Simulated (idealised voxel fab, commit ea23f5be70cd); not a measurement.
The following is a process module called voxel lift off.
cross-section cut | 250 nm wide | cells 5 nm
Heads up, the way a cross-section reads in here is a grid of square cells, handed over as bands from the top down, with every band being one or more rows of cells. Top height, bottom height, nm. Materials left to right, width each, nm. Single material + "throughout" = fills band edge to edge. "empty" = empty. For the purposes of this specification, 0 denotes the height below which the wafer in its as-received condition is composed wholly of one material, and the lowermost band, lacking a lower limit, extends downward without end, as expressed in "0 -> down". The width entry "30 to 40" should be interpreted row by row: the top row of cells in the band takes the first number, the bottom row takes the second number, and the change between adjacent rows is uniform throughout. Where the words "nothing altered" appear for a step, the cross-section shows no cell changed by that step; every cell remained as before. Entry "Fully sealed cavities" = empty spaces >= 8 cells with no open way to the top; each as width x height at distance, distance from left edge, all nm. If you see something after the settings on a step's line, that's the simulator's own remark about that step. "overlay nm" on a masked step: distance the mask lay right of its planned place, negative for left.

**The steps planned for the process are as follows**
| 1 | RECEIVE (material Si) |
| 2 | CONFORMAL_DEP (material SiO2; thk nm 15) |
| 3 | PATTERN (tone open; mask id LINES; material resist; width nm 20; pitch nm 55; thk nm 30; overlay nm 0) |
| 4 | DIRECTIONAL_DEP (material Ru; thk nm 15) |
| 5 | STRIP (etch materials resist) |
| 6 | CONFORMAL_DEP (material SiO2; thk nm 10) |
Every wafer here starts from the same state; it is the step 3 width nm that distinguishes them, and the value the plan gives belongs to the first wafer.

**Cross-section: the first of several wafers in its as-received state, i.e. following step 1**
    0 -> down  Si throughout
    Fully sealed cavities: none

**The following table contains a row per wafer, in which are reported, at the conclusion of the module, the cells of each material gained (+) or lost (-) since the wafer's receipt, with its closed voids given thereafter**
width nm 20 | +24 Ru | +274 SiO2 | Fully sealed cavities: none
width nm 25 | +30 Ru | +274 SiO2 | Fully sealed cavities: none
width nm 30 | +36 Ru | +274 SiO2 | Fully sealed cavities: none
width nm 35 | +42 Ru | +274 SiO2 | Fully sealed cavities: none
width nm 40 | +48 Ru | +271 SiO2 | Fully sealed cavities: none
